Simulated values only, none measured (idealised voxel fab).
Documented hereafter: the process module known as voxel local oxidation.
Each square cell in cross-section cut measures 5 nm, and the section as a whole is 210 nm wide.
Cross-section, as written here: a square-cell grid given band by band from the top down, where a band holds one or more rows of cells. Heights first: top, then bottom, in nm. Then materials, left to right, each with a width in nm. "everywhere" on a single material: fills the band edge to edge. "empty": empty space. Note: height 0 marks the level under which the wafer is uniformly one material as received. Lowest band unbounded below, written "0..down". Read "30->40" as a graded width: first number on top, second number at the bottom, same change between each pair of neighbouring rows. When a step is marked "same as before", none of the cells in the cross-section changed during that step. In the "Internal closed voids" entry, you get each enclosed empty space of 8 cells or more, one with no open way to the top, written width x height at distance, distance from the left edge, in nm. Formally, on a step line, whatever follows the settings is a remark that the simulator itself makes on the step. You can add "overlay nm" to a step's line. For a step with a mask, it describes how far the mask lay to the right of its planned position, and a negative number describes a lay to the left.
# Steps in the process plan
1. RECEIVE (material Si)
2. OXIDIZE (depth nm 5)
3. CONFORMAL_DEP (material SiN; thk nm 10)
4. DIRECTIONAL_DEP (material aC; thk nm 15)
5. PATTERN (tone cover; mask id ACTIVE; material resist; width nm 90; thk nm 30; overlay nm 0)
6. DIRECTIONAL_ETCH (etch materials aC; depth nm 15)
7. STRIP (etch materials resist)
8. DIRECTIONAL_ETCH (etch materials SiN; depth nm 10)
9. STRIP (etch materials aC)
10. SELECTIVE_ETCH (etch materials SiO2; depth nm 5)
11. OXIDIZE (depth nm 15)
12. STRIP (etch materials SiN)
# Wafer at receipt (post step 1), cross-section
    0..down = Si everywhere
    Internal closed voids: none
# Cross-sectional result after module completion. Note: starting condition and plan are unchanged from above; one processing mistake was made
    5..-5 = SiO2 everywhere
    -5..down = Si everywhere
    Internal closed voids: none
Heads up, the wafer didn't run the way we planned it: step 3 was processed under conditions differing from the plan, specifically as CONFORMAL_DEP (material SiO2; thk nm 10)
